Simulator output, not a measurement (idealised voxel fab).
The document below concerns the process module designated voxel plated lines.
The cross-section on display is named cut; it measures 215 nm wide, and its cells are 5 nm squares.
Format of a cross-section: grid, square cells. Given as bands. Order: top down. Band: one or more rows of cells.
What a band's entry tells you: where the top is and where the bottom is, as heights in nm, and after that what lies inside, material by material from left to right, each with its width in nm. Empty space is written as the word "empty", and a single material marked with the word "full width" occupies the band from edge to edge.
We count height from 0. Below that, the starting wafer is all one material. The lowest band never ends at the bottom but goes on down; see "0 -> down" for how that is written.
A two-number width, for instance "30 to 40", indicates that the width is equal to the first number in the top row of the band and to the second number in the bottom row, and that it changes by a constant amount per row of cells.
Reading "remains unaltered" for a step: not a cell of the cross-section changed in it.
Under "Entrapped voids" you'll find the enclosed gaps, the ones with no way out to the top, that are 8 cells or bigger; each reads width x height at distance, with distance counted from the left edge, everything in nm.
Anything after a step's settings on that line? It's the simulator's own note about the step.
Each step line may optionally specify "overlay nm", which for a step with a mask gives the rightward distance between the mask's planned place and where it lay, a negative value indicating the leftward direction.

Here's what the planned process steps look like
step 1: RECEIVE, material Si
step 2: CONFORMAL_DEP, material SiO2, thk nm 5
step 3: DIRECTIONAL_DEP, material TiN, thk nm 5
step 4: PATTERN, tone open, mask id LINES, material resist, width nm 20, pitch nm 40, thk nm 40, overlay nm 0
step 5: EPI, material Ru, thk nm 10
step 6: EPI, material Ru, thk nm 5
step 7: EPI, material Ru, thk nm 5
step 8: STRIP, etch materials resist
step 9: DIRECTIONAL_ETCH, etch materials TiN, depth nm 5
step 10: CONFORMAL_DEP, material SiN, thk nm 10
The plan shows the thk nm of step 2 as the first wafer had it; this setting differs between the wafers, which start out alike.

Here's the first of the wafers in cross-section, just as we got it, i.e. after step 1
0 -> down = Si full width
Entrapped voids: none

Below is a per-wafer table. In it, each row describes the wafer at the end of the module by giving, for each material, the number of cells gained (+) or lost (-) since the wafer was received, and after that the closed voids of the wafer
thk nm 5, +48 Ru, +146 SiN, +43 SiO2, +12 TiN, Entrapped voids: none
thk nm 10, +48 Ru, +146 SiN, +86 SiO2, +12 TiN, Entrapped voids: none
thk nm 15, +48 Ru, +146 SiN, +129 SiO2, +12 TiN, Entrapped voids: none
thk nm 20, +48 Ru, +146 SiN, +172 SiO2, +12 TiN, Entrapped voids: none
thk nm 25, +48 Ru, +146 SiN, +215 SiO2, +12 TiN, Entrapped voids: none
thk nm 30, +48 Ru, +146 SiN, +258 SiO2, +12 TiN, Entrapped voids: none
